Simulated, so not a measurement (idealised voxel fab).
process module | voxel lift off
cross-section cut | 285 nm wide | cells 5 nm
A cross-section is a grid of square cells, given in bands from the top down. A band is one or more rows of cells.
Each band's line starts with the height of the band's top and of its bottom, in nm. Then come its materials from left to right, each with its width in nm. One material with "throughout" fills the band from edge to edge. "air" is empty space.
Height 0 is the level under which the wafer as received is all one material. The lowest band goes on downwards, as in "0 down".
A width such as "30 to 40" changes by the same amount from each row of cells to the next, from the band's top row to its bottom row.
"no change" after a step means that no cell of the cross-section changed.
closed voids: empty space of 8 cells or more with no open way to the top, each as width x height at its distance from the left edge, in nm
after a step's settings: what the simulator itself notes on the step
overlay nm, on a step with a mask: how far to the right of its planned place the mask lay; to the left if negative
plan
1 op RECEIVE | material Si
2 op CONFORMAL_DEP | material Al2O3 | thk nm 5
3 op PATTERN | tone open | mask id LINES | material resist | width nm 15 | pitch nm 40 | thk nm 25 | overlay nm 0
4 op DIRECTIONAL_DEP | material Ru | thk nm 15
5 op STRIP | etch materials resist
6 op CONFORMAL_DEP | material SiN | thk nm 5
first wafer, as planned
as received, after step 1
  0 down: Si throughout
  closed voids: none
after step 2
  5 to 0: Al2O3 throughout
  below 0: unchanged
after step 3
  30 to 5: resist 75 | air 15 | resist 25 | air 15 | resist 25 | air 15 | resist 25 | air 15 | resist 75
  below 5: unchanged
after step 4
  45 to 30: Ru 75 | air 15 | Ru 25 | air 15 | Ru 25 | air 15 | Ru 25 | air 15 | Ru 75
  30 to 20: resist 75 | air 15 | resist 25 | air 15 | resist 25 | air 15 | resist 25 | air 15 | resist 75
  20 to 5: resist 75 | Ru 15 | resist 25 | Ru 15 | resist 25 | Ru 15 | resist 25 | Ru 15 | resist 75
  below 5: unchanged
after step 5
  20 to 5: air 75 | Ru 15 | air 25 | Ru 15 | air 25 | Ru 15 | air 25 | Ru 15 | air 75
  below 5: unchanged
after step 6
  25 to 20: air 70 | SiN 25 | air 15 | SiN 25 | air 15 | SiN 25 | air 15 | SiN 25 | air 70
  20 to 10: air 70 | SiN 5 | Ru 15 | SiN 5 | air 15 | SiN 5 | Ru 15 | SiN 5 | air 15 | SiN 5 | Ru 15 | SiN 5 | air 15 | SiN 5 | Ru 15 | SiN 5 | air 70
  10 to 5: SiN 75 | Ru 15 | SiN 25 | Ru 15 | SiN 25 | Ru 15 | SiN 25 | Ru 15 | SiN 75
  below 5: unchanged
second wafer: like start, like plan, one mistake. Through step 1 it matches the first wafer
when step 2 should have ended: no change
when step 3 should have ended
  25 to 0: resist 75 | air 15 | resist 25 | air 15 | resist 25 | air 15 | resist 25 | air 15 | resist 75
  below 0: unchanged
when step 4 should have ended
  40 to 25: Ru 75 | air 15 | Ru 25 | air 15 | Ru 25 | air 15 | Ru 25 | air 15 | Ru 75
  25 to 15: resist 75 | air 15 | resist 25 | air 15 | resist 25 | air 15 | resist 25 | air 15 | resist 75
  15 to 0: resist 75 | Ru 15 | resist 25 | Ru 15 | resist 25 | Ru 15 | resist 25 | Ru 15 | resist 75
  below 0: unchanged
when step 5 should have ended
  15 to 0: air 75 | Ru 15 | air 25 | Ru 15 | air 25 | Ru 15 | air 25 | Ru 15 | air 75
  below 0: unchanged
when step 6 should have ended
  20 to 15: air 70 | SiN 25 | air 15 | SiN 25 | air 15 | SiN 25 | air 15 | SiN 25 | air 70
  15 to 5: air 70 | SiN 5 | Ru 15 | SiN 5 | air 15 | SiN 5 | Ru 15 | SiN 5 | air 15 | SiN 5 | Ru 15 | SiN 5 | air 15 | SiN 5 | Ru 15 | SiN 5 | air 70
  5 to 0: SiN 75 | Ru 15 | SiN 25 | Ru 15 | SiN 25 | Ru 15 | SiN 25 | Ru 15 | SiN 75
  below 0: unchanged
what went wrong: step 2 was left out
at the end the second wafer has, in cells: 57 fewer of Al2O3
